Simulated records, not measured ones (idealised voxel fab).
Documented hereafter: the process module known as voxel self aligned vias.
The width of the displayed cross-section, cut, is 285 nm; its cells are square, with a size of 5 nm.
Bands, listed from the top down, are how a cross-section gets written in this document; the cross-section itself is a grid of square cells, and a band is one or more rows of them.
This entry defines a band. It first specifies the height of the band's top and the height of its bottom in nm, and then specifies the band's materials from left to right, stating each material with its width in nm. The word "full width" identifies a single material that fills the band from edge to edge, while the word "blank" identifies empty space.
For the purposes of this specification, 0 denotes the height below which the wafer in its as-received condition is composed wholly of one material, and the lowermost band, lacking a lower limit, extends downward without end, as expressed in "z 0 and below".
Width spec "30..40" -> top row of cells at first value, bottom row at second value, equal per-row change in between.
"no alteration" (step): cross-section cells unchanged, all of them.
The entry titled "Closed void listing" provides the empty spaces that have no open way to the top, restricted to those of 8 cells or more. Each is presented as width x height at distance, the distance being measured from the left edge, with all three in nm.
Heads up: the bit after the settings on a step's line is the simulator's remark on that step.
"overlay nm" denotes, for a step that has a mask, the displacement of the mask to the right of its planned place, with negative values corresponding to the left.

[Process steps (planned)]
1,op RECEIVE | material Si
2,op CONFORMAL_DEP | material SiO2 | thk nm 10
3,op CONFORMAL_DEP | material SiCN | thk nm 5
4,op DIRECTIONAL_DEP | material lowk | thk nm 25
5,op MASKED_ETCH | tone open | mask id LINES | width nm 20 | pitch nm 45 | etch materials lowk | depth nm 25 | overlay nm 0
6,op CONFORMAL_DEP | material TiN | thk nm 5
7,op FILL_DEP | material W | thk nm 10
8,op CMP | height nm 40
9,op SELECTIVE_ETCH | etch materials W Ru TiN | depth nm 5
10,op FILL_DEP | material SiN | thk nm 5
11,op CMP | height nm 40
12,op DIRECTIONAL_DEP | material lowk | thk nm 20
13,op DIRECTIONAL_DEP | material aC | thk nm 10
14,op PATTERN | tone open | mask id VIAS | material resist | width nm 30 | pitch nm 90 | thk nm 30 | overlay nm 0
15,op DIRECTIONAL_ETCH | etch materials aC | depth nm 10
16,op STRIP | etch materials resist
17,op DIRECTIONAL_ETCH | etch materials lowk | depth nm 20
18,op DIRECTIONAL_ETCH | etch materials SiN | depth nm 5
19,op STRIP | etch materials aC
20,op CONFORMAL_DEP | material TiN | thk nm 5
21,op FILL_DEP | material Ru | thk nm 5
22,op CMP | height nm 60
23,op CONFORMAL_DEP | material SiCN | thk nm 5

[Of two wafers, the first: run according to plan]

[Received-state cross-section, reflecting completion of step 1]
z 0 and below  Si full width
Closed void listing: none

[The following cross-section depicts the wafer upon completion of step 2]
z 10 to 0  SiO2 full width
All layers under 0 are left as they were.

[The following cross-section depicts the wafer upon completion of step 3]
z 15 to 10  SiCN full width
All layers under 10 are left as they were.

[The following cross-section depicts the wafer upon completion of step 4]
z 40 to 15  lowk full width
All layers under 15 are left as they were.

[The following cross-section depicts the wafer upon completion of step 5]
z 40 to 15  lowk (85), blank (20), lowk (25), blank (20), lowk (25), blank (20), lowk (90)
All layers under 15 are left as they were.

[The following cross-section depicts the wafer upon completion of step 6]
z 45 to 40  TiN (90), blank (10), TiN (35), blank (10), TiN (35), blank (10), TiN (95)
z 40 to 20  lowk (85), TiN (5), blank (10), TiN (5), lowk (25), TiN (5), blank (10), TiN (5), lowk (25), TiN (5), blank (10), TiN (5), lowk (90)
z 20 to 15  lowk (85), TiN (20), lowk (25), TiN (20), lowk (25), TiN (20), lowk (90)
All layers under 15 are left as they were.

[The following cross-section depicts the wafer upon completion of step 7]
z 55 to 45  W full width
z 45 to 40  TiN (90), W (10), TiN (35), W (10), TiN (35), W (10), TiN (95)
z 40 to 20  lowk (85), TiN (5), W (10), TiN (5), lowk (25), TiN (5), W (10), TiN (5), lowk (25), TiN (5), W (10), TiN (5), lowk (90)
All layers under 20 are left as they were.

[The following cross-section depicts the wafer upon completion of step 8]
z 40 to 20  lowk (85), TiN (5), W (10), TiN (5), lowk (25), TiN (5), W (10), TiN (5), lowk (25), TiN (5), W (10), TiN (5), lowk (90)
All layers under 20 are left as they were.

[The following cross-section depicts the wafer upon completion of step 9]
z 40 to 35  lowk (85), blank (20), lowk (25), blank (20), lowk (25), blank (20), lowk (90)
All layers under 35 are left as they were.

[The following cross-section depicts the wafer upon completion of step 10]
z 45 to 40  SiN full width
z 40 to 35  lowk (85), SiN (20), lowk (25), SiN (20), lowk (25), SiN (20), lowk (90)
All layers under 35 are left as they were.

[The following cross-section depicts the wafer upon completion of step 11]
z 40 to 35  lowk (85), SiN (20), lowk (25), SiN (20), lowk (25), SiN (20), lowk (90)
All layers under 35 are left as they were.

[The following cross-section depicts the wafer upon completion of step 12]
z 60 to 40  lowk full width
All layers under 40 are left as they were.

[The following cross-section depicts the wafer upon completion of step 13]
z 70 to 60  aC full width
All layers under 60 are left as they were.

[The following cross-section depicts the wafer upon completion of step 14]
z 100 to 70  resist (80), blank (30), resist (60), blank (30), resist (85)
All layers under 70 are left as they were.

[The following cross-section depicts the wafer upon completion of step 15]
z 90 to 70  resist (80), blank (30), resist (60), blank (30), resist (85)
z 70 to 60  aC (80), blank (30), aC (60), blank (30), aC (85)
All layers under 60 are left as they were.

[The following cross-section depicts the wafer upon completion of step 16]
z 70 to 60  aC (80), blank (30), aC (60), blank (30), aC (85)
All layers under 60 are left as they were.

[The following cross-section depicts the wafer upon completion of step 17]
z 70 to 60  aC (80), blank (30), aC (60), blank (30), aC (85)
z 60 to 40  lowk (80), blank (30), lowk (60), blank (30), lowk (85)
All layers under 40 are left as they were.

[The following cross-section depicts the wafer upon completion of step 18]
z 70 to 60  aC (80), blank (30), aC (60), blank (30), aC (85)
z 60 to 40  lowk (80), blank (30), lowk (60), blank (30), lowk (85)
z 40 to 35  lowk (85), blank (20), lowk (25), SiN (20), lowk (25), blank (20), lowk (90)
All layers under 35 are left as they were.

[The following cross-section depicts the wafer upon completion of step 19]
z 60 to 40  lowk (80), blank (30), lowk (60), blank (30), lowk (85)
All layers under 40 are left as they were.

[The following cross-section depicts the wafer upon completion of step 20]
z 65 to 60  TiN (85), blank (20), TiN (70), blank (20), TiN (90)
z 60 to 45  lowk (80), TiN (5), blank (20), TiN (5), lowk (60), TiN (5), blank (20), TiN (5), lowk (85)
z 45 to 40  lowk (80), TiN (10), blank (10), TiN (10), lowk (60), TiN (10), blank (10), TiN (10), lowk (85)
z 40 to 35  lowk (85), TiN (20), lowk (25), SiN (20), lowk (25), TiN (20), lowk (90)
All layers under 35 are left as they were.

[The following cross-section depicts the wafer upon completion of step 21]
z 70 to 65  Ru full width
z 65 to 60  TiN (85), Ru (20), TiN (70), Ru (20), TiN (90)
z 60 to 45  lowk (80), TiN (5), Ru (20), TiN (5), lowk (60), TiN (5), Ru (20), TiN (5), lowk (85)
z 45 to 40  lowk (80), TiN (10), Ru (10), TiN (10), lowk (60), TiN (10), Ru (10), TiN (10), lowk (85)
All layers under 40 are left as they were.

[The following cross-section depicts the wafer upon completion of step 22]
z 60 to 45  lowk (80), TiN (5), Ru (20), TiN (5), lowk (60), TiN (5), Ru (20), TiN (5), lowk (85)
All layers under 45 are left as they were.

[The following cross-section depicts the wafer upon completion of step 23]
z 65 to 60  SiCN full width
All layers under 60 are left as they were.

[Here the second wafer is described. Its start and its plan were those of the first wafer. Its run contained one mistake. Up to and including step 4, it did exactly what the first wafer did]

[Here is the second wafer in cross-section at the point where step 5 of the plan should have been done]
z 40 to 15  blank (85), lowk (20), blank (25), lowk (20), blank (25), lowk (20), blank (90)
All layers under 15 are left as they were.

[Here is the second wafer in cross-section at the point where step 6 of the plan should have been done]
z 45 to 40  blank (80), TiN (30), blank (15), TiN (30), blank (15), TiN (30), blank (85)
z 40 to 20  blank (80), TiN (5), lowk (20), TiN (5), blank (15), TiN (5), lowk (20), TiN (5), blank (15), TiN (5), lowk (20), TiN (5), blank (85)
z 20 to 15  TiN (85), lowk (20), TiN (25), lowk (20), TiN (25), lowk (20), TiN (90)
All layers under 15 are left as they were.

[Here is the second wafer in cross-section at the point where step 7 of the plan should have been done]
z 55 to 45  W full width
z 45 to 40  W (80), TiN (30), W (15), TiN (30), W (15), TiN (30), W (85)
z 40 to 20  W (80), TiN (5), lowk (20), TiN (5), W (15), TiN (5), lowk (20), TiN (5), W (15), TiN (5), lowk (20), TiN (5), W (85)
All layers under 20 are left as they were.

[Here is the second wafer in cross-section at the point where step 8 of the plan should have been done]
z 40 to 20  W (80), TiN (5), lowk (20), TiN (5), W (15), TiN (5), lowk (20), TiN (5), W (15), TiN (5), lowk (20), TiN (5), W (85)
All layers under 20 are left as they were.

[Here is the second wafer in cross-section at the point where step 9 of the plan should have been done]
z 40 to 35  blank (85), lowk (20), blank (25), lowk (20), blank (25), lowk (20), blank (90)
All layers under 35 are left as they were.

[Here is the second wafer in cross-section at the point where step 10 of the plan should have been done]
z 45 to 40  SiN full width
z 40 to 35  SiN (85), lowk (20), SiN (25), lowk (20), SiN (25), lowk (20), SiN (90)
All layers under 35 are left as they were.

[Here is the second wafer in cross-section at the point where step 11 of the plan should have been done]
z 40 to 35  SiN (85), lowk (20), SiN (25), lowk (20), SiN (25), lowk (20), SiN (90)
All layers under 35 are left as they were.

[Here is the second wafer in cross-section at the point where step 12 of the plan should have been done]
z 60 to 40  lowk full width
All layers under 40 are left as they were.

[Here is the second wafer in cross-section at the point where step 13 of the plan should have been done]
z 70 to 60  aC full width
All layers under 60 are left as they were.

[Here is the second wafer in cross-section at the point where step 14 of the plan should have been done]
z 100 to 70  resist (80), blank (30), resist (60), blank (30), resist (85)
All layers under 70 are left as they were.

[Here is the second wafer in cross-section at the point where step 15 of the plan should have been done]
z 90 to 70  resist (80), blank (30), resist (60), blank (30), resist (85)
z 70 to 60  aC (80), blank (30), aC (60), blank (30), aC (85)
All layers under 60 are left as they were.

[Here is the second wafer in cross-section at the point where step 16 of the plan should have been done]
z 70 to 60  aC (80), blank (30), aC (60), blank (30), aC (85)
All layers under 60 are left as they were.

[Here is the second wafer in cross-section at the point where step 17 of the plan should have been done]
z 70 to 60  aC (80), blank (30), aC (60), blank (30), aC (85)
z 60 to 40  lowk (80), blank (30), lowk (60), blank (30), lowk (85)
All layers under 40 are left as they were.

[Here is the second wafer in cross-section at the point where step 18 of the plan should have been done]
z 70 to 60  aC (80), blank (30), aC (60), blank (30), aC (85)
z 60 to 40  lowk (80), blank (30), lowk (60), blank (30), lowk (85)
z 40 to 35  SiN (80), blank (5), lowk (20), blank (5), SiN (20), lowk (20), SiN (20), blank (5), lowk (20), blank (5), SiN (85)
All layers under 35 are left as they were.

[Here is the second wafer in cross-section at the point where step 19 of the plan should have been done]
z 60 to 40  lowk (80), blank (30), lowk (60), blank (30), lowk (85)
All layers under 40 are left as they were.

[Here is the second wafer in cross-section at the point where step 20 of the plan should have been done]
z 65 to 60  TiN (85), blank (20), TiN (70), blank (20), TiN (90)
z 60 to 45  lowk (80), TiN (5), blank (20), TiN (5), lowk (60), TiN (5), blank (20), TiN (5), lowk (85)
z 45 to 40  lowk (80), TiN (30), lowk (60), TiN (30), lowk (85)
z 40 to 35  SiN (80), TiN (5), lowk (20), TiN (5), SiN (20), lowk (20), SiN (20), TiN (5), lowk (20), TiN (5), SiN (85)
All layers under 35 are left as they were.

[Here is the second wafer in cross-section at the point where step 21 of the plan should have been done]
z 70 to 65  Ru full width
z 65 to 60  TiN (85), Ru (20), TiN (70), Ru (20), TiN (90)
z 60 to 45  lowk (80), TiN (5), Ru (20), TiN (5), lowk (60), TiN (5), Ru (20), TiN (5), lowk (85)
All layers under 45 are left as they were.

[Here is the second wafer in cross-section at the point where step 22 of the plan should have been done]
z 60 to 45  lowk (80), TiN (5), Ru (20), TiN (5), lowk (60), TiN (5), Ru (20), TiN (5), lowk (85)
All layers under 45 are left as they were.

[Here is the second wafer in cross-section at the point where step 23 of the plan should have been done]
z 65 to 60  SiCN full width
All layers under 60 are left as they were.
Run error: step 5 deviated from plan and actually ran as op MASKED_ETCH | tone cover | mask id LINES | width nm 20 | pitch nm 45 | etch materials lowk | depth nm 25 | overlay nm 0
It is noted that, at the conclusion of processing, the second wafer exhibits a higher or lower cell count for certain materials relative to the first: -4 Ru | +37 SiN | +33 TiN | +99 W | -165 lowk
